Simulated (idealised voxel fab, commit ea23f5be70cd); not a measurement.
process module | voxel transistor to metal
cross-section cut | 205 nm wide | cells 5 nm
A cross-section is a grid of square cells, given in bands from the top down. A band is one or more rows of cells.
Each band's line starts with the height of the band's top and of its bottom, in nm. Then come its materials from left to right, each with its width in nm. One material with "throughout" fills the band from edge to edge. "air" is empty space.
Height 0 is the level under which the wafer as received is all one material. The lowest band goes on downwards, as in "0 down".
A width such as "30 to 40" changes by the same amount from each row of cells to the next, from the band's top row to its bottom row.
"no change" after a step means that no cell of the cross-section changed.
closed voids: empty space of 8 cells or more with no open way to the top, each as width x height at its distance from the left edge, in nm
after a step's settings: what the simulator itself notes on the step
overlay nm, on a step with a mask: how far to the right of its planned place the mask lay; to the left if negative
Each pair below shows a cross-section before one step and the cross-section after it, down to the lowest band that changed. The line under each pair gives the step between them, with its settings. The pairs can come from different runs of this module on the same starting wafer, so a pair continues from the pair above only where its "before" says so.
before
  40 to 35: air 85 | SiO2 35 | air 85
  35 to 20: air 85 | SiO2 5 | SiCN 25 | SiO2 5 | air 85
  20 to 5: air 85 | SiO2 5 | polySi 25 | SiO2 5 | air 85
  5 to 0: SiO2 90 | polySi 25 | SiO2 90
  0 to -5: SiO2 throughout
  -5 to -35: Si 40 | SiO2 125 | Si 40
  -35 down: Si throughout
  closed voids: none
after
  35 to 20: air 85 | SiO2 5 | SiCN 25 | SiO2 5 | air 85
  20 to 0: air 85 | SiO2 5 | polySi 25 | SiO2 5 | air 85
  below 0: unchanged
  closed voids: none
the step between: op DIRECTIONAL_ETCH | etch materials SiO2 | depth nm 5
before: the cross-section after the pair above
after
  40 to 35: air 80 | SiN 45 | air 80
  35 to 20: air 80 | SiN 5 | SiO2 5 | SiCN 25 | SiO2 5 | SiN 5 | air 80
  20 to 5: air 80 | SiN 5 | SiO2 5 | polySi 25 | SiO2 5 | SiN 5 | air 80
  5 to 0: SiN 85 | SiO2 5 | polySi 25 | SiO2 5 | SiN 85
  below 0: unchanged
  closed voids: none
the step between: op CONFORMAL_DEP | material SiN | thk nm 5
before: the cross-section after the pair above
after
  35 to 20: air 80 | SiN 5 | SiO2 5 | SiCN 25 | SiO2 5 | SiN 5 | air 80
  20 to 0: air 80 | SiN 5 | SiO2 5 | polySi 25 | SiO2 5 | SiN 5 | air 80
  below 0: unchanged
  closed voids: none
the step between: op DIRECTIONAL_ETCH | etch materials SiN | depth nm 5
before: the cross-section after the pair above
after
  35 to 30: air 80 | SiN 5 | air 5 | SiCN 25 | air 5 | SiN 5 | air 80
  30 to 20: air 80 | SiN 5 | SiO2 5 | SiCN 25 | SiO2 5 | SiN 5 | air 80
  20 to 0: air 80 | SiN 5 | SiO2 5 | polySi 25 | SiO2 5 | SiN 5 | air 80
  0 to -5: air 80 | SiO2 45 | air 80
  below -5: unchanged
  closed voids: none
the step between: op DIRECTIONAL_ETCH | etch materials SiO2 | depth nm 5
before: the cross-section after the pair above
after
  35 to 30: air 80 | SiN 5 | air 5 | SiCN 25 | air 5 | SiN 5 | air 80
  30 to 20: air 80 | SiN 5 | SiO2 5 | SiCN 25 | SiO2 5 | SiN 5 | air 80
  20 to 0: air 80 | SiN 5 | SiO2 5 | polySi 25 | SiO2 5 | SiN 5 | air 80
  0 to -5: air 80 | SiO2 45 | air 80
  -5 to -15: air 40 | SiO2 125 | air 40
  below -15: unchanged
  closed voids: none
the step between: op DIRECTIONAL_ETCH | etch materials Si | depth nm 10
before: the cross-section after the pair above
after
  35 to 30: air 80 | SiN 5 | air 5 | SiCN 25 | air 5 | SiN 5 | air 80
  30 to 20: air 80 | SiN 5 | SiO2 5 | SiCN 25 | SiO2 5 | SiN 5 | air 80
  20 to 0: air 80 | SiN 5 | SiO2 5 | polySi 25 | SiO2 5 | SiN 5 | air 80
  0 to -5: pSi 45 | air 35 | SiO2 45 | air 35 | pSi 45
  -5 to -15: pSi 40 | SiO2 125 | pSi 40
  below -15: unchanged
  closed voids: none
the step between: op EPI | material pSi | thk nm 15
before: the cross-section after the pair above
after
  40 to 35: SiO2 throughout
  35 to 20: SiO2 80 | SiN 5 | SiO2 5 | SiCN 25 | SiO2 5 | SiN 5 | SiO2 80
  20 to 0: SiO2 80 | SiN 5 | SiO2 5 | polySi 25 | SiO2 5 | SiN 5 | SiO2 80
  0 to -5: pSi 45 | SiO2 115 | pSi 45
  below -5: unchanged
  closed voids: none
the step between: op FILL_DEP | material SiO2 | thk nm 5
before: the cross-section after the pair above
after
  35 to 20: SiO2 80 | SiN 5 | SiO2 5 | SiCN 25 | SiO2 5 | SiN 5 | SiO2 80
  below 20: unchanged
  closed voids: none
the step between: op CMP | height nm 35
before: the cross-section after the pair above
after
  50 to 35: SiO2 throughout
  below 35: unchanged
  closed voids: none
the step between: op DIRECTIONAL_DEP | material SiO2 | thk nm 15
before: the cross-section after the pair above
after
  70 to 50: resist 55 | air 20 | resist 55 | air 20 | resist 55
  below 50: unchanged
  closed voids: none
the step between: op PATTERN | tone open | mask id CONTACT | material resist | width nm 20 | pitch nm 75 | thk nm 20 | overlay nm 0
before: the cross-section after the pair above
after
  70 to 50: resist 55 | air 20 | resist 55 | air 20 | resist 55
  50 to 35: SiO2 55 | air 20 | SiO2 55 | air 20 | SiO2 55
  35 to 20: SiO2 55 | air 20 | SiO2 5 | SiN 5 | SiO2 5 | SiCN 25 | SiO2 5 | SiN 5 | SiO2 5 | air 20 | SiO2 55
  20 to 0: SiO2 55 | air 20 | SiO2 5 | SiN 5 | SiO2 5 | polySi 25 | SiO2 5 | SiN 5 | SiO2 5 | air 20 | SiO2 55
  below 0: unchanged
  closed voids: none
the step between: op DIRECTIONAL_ETCH | etch materials SiO2 | depth nm 50
before: the cross-section after the pair above
after
  50 to 35: SiO2 55 | air 20 | SiO2 55 | air 20 | SiO2 55
  below 35: unchanged
  closed voids: none
the step between: op STRIP | etch materials resist
before: the cross-section after the pair above
after
  55 to 50: TiN 60 | air 10 | TiN 65 | air 10 | TiN 60
  50 to 35: SiO2 55 | TiN 5 | air 10 | TiN 5 | SiO2 55 | TiN 5 | air 10 | TiN 5 | SiO2 55
  35 to 20: SiO2 55 | TiN 5 | air 10 | TiN 5 | SiO2 5 | SiN 5 | SiO2 5 | SiCN 25 | SiO2 5 | SiN 5 | SiO2 5 | TiN 5 | air 10 | TiN 5 | SiO2 55
  20 to 5: SiO2 55 | TiN 5 | air 10 | TiN 5 | SiO2 5 | SiN 5 | SiO2 5 | polySi 25 | SiO2 5 | SiN 5 | SiO2 5 | TiN 5 | air 10 | TiN 5 | SiO2 55
  5 to 0: SiO2 55 | TiN 20 | SiO2 5 | SiN 5 | SiO2 5 | polySi 25 | SiO2 5 | SiN 5 | SiO2 5 | TiN 20 | SiO2 55
  below 0: unchanged
  closed voids: none
the step between: op CONFORMAL_DEP | material TiN | thk nm 5
before: the cross-section after the pair above
after
  60 to 55: Ru throughout
  55 to 50: TiN 60 | Ru 10 | TiN 65 | Ru 10 | TiN 60
  50 to 35: SiO2 55 | TiN 5 | Ru 10 | TiN 5 | SiO2 55 | TiN 5 | Ru 10 | TiN 5 | SiO2 55
  35 to 20: SiO2 55 | TiN 5 | Ru 10 | TiN 5 | SiO2 5 | SiN 5 | SiO2 5 | SiCN 25 | SiO2 5 | SiN 5 | SiO2 5 | TiN 5 | Ru 10 | TiN 5 | SiO2 55
  20 to 5: SiO2 55 | TiN 5 | Ru 10 | TiN 5 | SiO2 5 | SiN 5 | SiO2 5 | polySi 25 | SiO2 5 | SiN 5 | SiO2 5 | TiN 5 | Ru 10 | TiN 5 | SiO2 55
  below 5: unchanged
  closed voids: none
the step between: op FILL_DEP | material Ru | thk nm 5
before: the cross-section after the pair above
after
  50 to 35: SiO2 55 | TiN 5 | Ru 10 | TiN 5 | SiO2 55 | TiN 5 | Ru 10 | TiN 5 | SiO2 55
  below 35: unchanged
  closed voids: none
the step between: op CMP | height nm 50
before: the cross-section after the pair above
after
  55 to 50: SiN throughout
  below 50: unchanged
  closed voids: none
the step between: op CONFORMAL_DEP | material SiN | thk nm 5
before: the cross-section after the pair above
after
  70 to 55: lowk throughout
  below 55: unchanged
  closed voids: none
the step between: op DIRECTIONAL_DEP | material lowk | thk nm 15
before: the cross-section after the pair above
after
  85 to 70: resist 55 | air 20 | resist 55 | air 20 | resist 55
  below 70: unchanged
  closed voids: none
the step between: op PATTERN | tone open | mask id METAL_1 | material resist | width nm 20 | pitch nm 75 | thk nm 15 | overlay nm 0
before: the cross-section after the pair above
after
  85 to 70: resist 55 | air 20 | resist 55 | air 20 | resist 55
  70 to 55: lowk 55 | air 20 | lowk 55 | air 20 | lowk 55
  below 55: unchanged
  closed voids: none
the step between: op DIRECTIONAL_ETCH | etch materials lowk | depth nm 15
before: the cross-section after the pair above
after
  85 to 70: resist 55 | air 20 | resist 55 | air 20 | resist 55
  70 to 55: lowk 55 | air 20 | lowk 55 | air 20 | lowk 55
  55 to 50: SiN 55 | air 20 | SiN 55 | air 20 | SiN 55
  below 50: unchanged
  closed voids: none
the step between: op DIRECTIONAL_ETCH | etch materials SiN | depth nm 5
before: the cross-section after the pair above
after
  70 to 55: lowk 55 | air 20 | lowk 55 | air 20 | lowk 55
  below 55: unchanged
  closed voids: none
the step between: op STRIP | etch materials resist
before: the cross-section after the pair above
after
  75 to 70: TiN 60 | air 10 | TiN 65 | air 10 | TiN 60
  70 to 55: lowk 55 | TiN 5 | air 10 | TiN 5 | lowk 55 | TiN 5 | air 10 | TiN 5 | lowk 55
  55 to 50: SiN 55 | TiN 20 | SiN 55 | TiN 20 | SiN 55
  below 50: unchanged
  closed voids: none
the step between: op CONFORMAL_DEP | material TiN | thk nm 5
before: the cross-section after the pair above
after
  80 to 75: W throughout
  75 to 70: TiN 60 | W 10 | TiN 65 | W 10 | TiN 60
  70 to 55: lowk 55 | TiN 5 | W 10 | TiN 5 | lowk 55 | TiN 5 | W 10 | TiN 5 | lowk 55
  below 55: unchanged
  closed voids: none
the step between: op FILL_DEP | material W | thk nm 5
before: the cross-section after the pair above
after
  70 to 55: lowk 55 | TiN 5 | W 10 | TiN 5 | lowk 55 | TiN 5 | W 10 | TiN 5 | lowk 55
  below 55: unchanged
  closed voids: none
the step between: op CMP | height nm 70
before: the cross-section after the pair above
after
  75 to 70: SiN throughout
  below 70: unchanged
  closed voids: none
the step between: op CONFORMAL_DEP | material SiN | thk nm 5
